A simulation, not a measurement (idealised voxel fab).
Title: Process Module voxel spacer lines
Displayed cross-section: cut, width of 295 nm, square cells sized 5 nm.
A cross-section in this document is a grid of square cells, and it is written down as bands, the top band listed before the ones below it; a band is made up of one or more rows of cells.
Band: top and bottom heights (nm) first, top before bottom; then materials from left to right, widths in nm. "full width" marks a sole material filling the band edge to edge. "blank" denotes empty space.
Height reference: 0 = level under which incoming wafer is all one material. Lowest band: no bottom, runs on downward, e.g. "0 -> down".
The expression "30..40" gives the width at the extremes of the band, the first number at its top row of cells and the second at its bottom row, with the width changing by equal amounts from each row to the next in between.
Basically "remained the same" means that step didn't change any cell in the cross-section.
The entry titled "Closed void listing" provides the empty spaces that have no open way to the top, restricted to those of 8 cells or more. Each is presented as width x height at distance, the distance being measured from the left edge, with all three in nm.
Past the settings on a step's line: simulator remark, on that step.
The optional step-line setting "overlay nm" applies to steps with a mask and quantifies how far to the right of its planned location the mask lay, a negative value indicating leftward placement.
Process steps (planned)
1. RECEIVE,material Si
2. CONFORMAL_DEP,material Al2O3,thk nm 10
3. DIRECTIONAL_DEP,material TiN,thk nm 15
4. DIRECTIONAL_DEP,material polySi,thk nm 30
5. PATTERN,tone cover,mask id MANDREL,material resist,width nm 15,pitch nm 50,thk nm 35,overlay nm 0
6. DIRECTIONAL_ETCH,etch materials polySi,depth nm 30
7. STRIP,etch materials resist
8. CONFORMAL_DEP,material SiN,thk nm 10
9. DIRECTIONAL_ETCH,etch materials SiN,depth nm 10
10. STRIP,etch materials polySi
11. DIRECTIONAL_ETCH,etch materials TiN,depth nm 15
12. STRIP,etch materials SiN
13. FILL_DEP,material SiO2,thk nm 10
14. CMP,height nm 25
Account of the first of two wafers, which was processed as intended
Cross-section of the incoming wafer, state after step 1
0 -> down = Si full width
Closed void listing: none
Upon completion of step 2, the wafer appears in cross-section as shown
10 -> 0 = Al2O3 full width
below 0: unchanged
Upon completion of step 3, the wafer appears in cross-section as shown
25 -> 10 = TiN full width
below 10: unchanged
Upon completion of step 4, the wafer appears in cross-section as shown
55 -> 25 = polySi full width
below 25: unchanged
Upon completion of step 5, the wafer appears in cross-section as shown
90 -> 55 = blank (115), resist (15), blank (35), resist (15), blank (115)
below 55: unchanged
Upon completion of step 6, the wafer appears in cross-section as shown
90 -> 55 = blank (115), resist (15), blank (35), resist (15), blank (115)
55 -> 25 = blank (115), polySi (15), blank (35), polySi (15), blank (115)
below 25: unchanged
Upon completion of step 7, the wafer appears in cross-section as shown
55 -> 25 = blank (115), polySi (15), blank (35), polySi (15), blank (115)
below 25: unchanged
Upon completion of step 8, the wafer appears in cross-section as shown
65 -> 55 = blank (105), SiN (35), blank (15), SiN (35), blank (105)
55 -> 35 = blank (105), SiN (10), polySi (15), SiN (10), blank (15), SiN (10), polySi (15), SiN (10), blank (105)
35 -> 25 = SiN (115), polySi (15), SiN (35), polySi (15), SiN (115)
below 25: unchanged
Upon completion of step 9, the wafer appears in cross-section as shown
55 -> 25 = blank (105), SiN (10), polySi (15), SiN (10), blank (15), SiN (10), polySi (15), SiN (10), blank (105)
below 25: unchanged
Upon completion of step 10, the wafer appears in cross-section as shown
55 -> 25 = blank (105), SiN (10), blank (15), SiN (10), blank (15), SiN (10), blank (15), SiN (10), blank (105)
below 25: unchanged
Upon completion of step 11, the wafer appears in cross-section as shown
55 -> 25 = blank (105), SiN (10), blank (15), SiN (10), blank (15), SiN (10), blank (15), SiN (10), blank (105)
25 -> 10 = blank (105), TiN (10), blank (15), TiN (10), blank (15), TiN (10), blank (15), TiN (10), blank (105)
below 10: unchanged
Upon completion of step 12, the wafer appears in cross-section as shown
25 -> 10 = blank (105), TiN (10), blank (15), TiN (10), blank (15), TiN (10), blank (15), TiN (10), blank (105)
below 10: unchanged
Upon completion of step 13, the wafer appears in cross-section as shown
35 -> 25 = SiO2 full width
25 -> 10 = SiO2 (105), TiN (10), SiO2 (15), TiN (10), SiO2 (15), TiN (10), SiO2 (15), TiN (10), SiO2 (105)
below 10: unchanged
Upon completion of step 14, the wafer appears in cross-section as shown
25 -> 10 = SiO2 (105), TiN (10), SiO2 (15), TiN (10), SiO2 (15), TiN (10), SiO2 (15), TiN (10), SiO2 (105)
below 10: unchanged
Second Wafer (Identical Start and Plan, One Processing Error; Matches First Wafer Through Step 4)
when step 5 should have ended
90 -> 55 = blank (125), resist (15), blank (35), resist (15), blank (105)
below 55: unchanged
when step 6 should have ended
90 -> 55 = blank (125), resist (15), blank (35), resist (15), blank (105)
55 -> 25 = blank (125), polySi (15), blank (35), polySi (15), blank (105)
below 25: unchanged
when step 7 should have ended
55 -> 25 = blank (125), polySi (15), blank (35), polySi (15), blank (105)
below 25: unchanged
when step 8 should have ended
65 -> 55 = blank (115), SiN (35), blank (15), SiN (35), blank (95)
55 -> 35 = blank (115), SiN (10), polySi (15), SiN (10), blank (15), SiN (10), polySi (15), SiN (10), blank (95)
35 -> 25 = SiN (125), polySi (15), SiN (35), polySi (15), SiN (105)
below 25: unchanged
when step 9 should have ended
55 -> 25 = blank (115), SiN (10), polySi (15), SiN (10), blank (15), SiN (10), polySi (15), SiN (10), blank (95)
below 25: unchanged
when step 10 should have ended
55 -> 25 = blank (115), SiN (10), blank (15), SiN (10), blank (15), SiN (10), blank (15), SiN (10), blank (95)
below 25: unchanged
when step 11 should have ended
55 -> 25 = blank (115), SiN (10), blank (15), SiN (10), blank (15), SiN (10), blank (15), SiN (10), blank (95)
25 -> 10 = blank (115), TiN (10), blank (15), TiN (10), blank (15), TiN (10), blank (15), TiN (10), blank (95)
below 10: unchanged
when step 12 should have ended
25 -> 10 = blank (115), TiN (10), blank (15), TiN (10), blank (15), TiN (10), blank (15), TiN (10), blank (95)
below 10: unchanged
when step 13 should have ended
35 -> 25 = SiO2 full width
25 -> 10 = SiO2 (115), TiN (10), SiO2 (15), TiN (10), SiO2 (15), TiN (10), SiO2 (15), TiN (10), SiO2 (95)
below 10: unchanged
when step 14 should have ended
25 -> 10 = SiO2 (115), TiN (10), SiO2 (15), TiN (10), SiO2 (15), TiN (10), SiO2 (15), TiN (10), SiO2 (95)
below 10: unchanged
What broke from the plan during processing? step 5, actual vs plan mismatch, actual run PATTERN,tone cover,mask id MANDREL,material resist,width nm 15,pitch nm 50,thk nm 35,overlay nm 10
Final state: per-material cell counts identical on both wafers; locations differ.
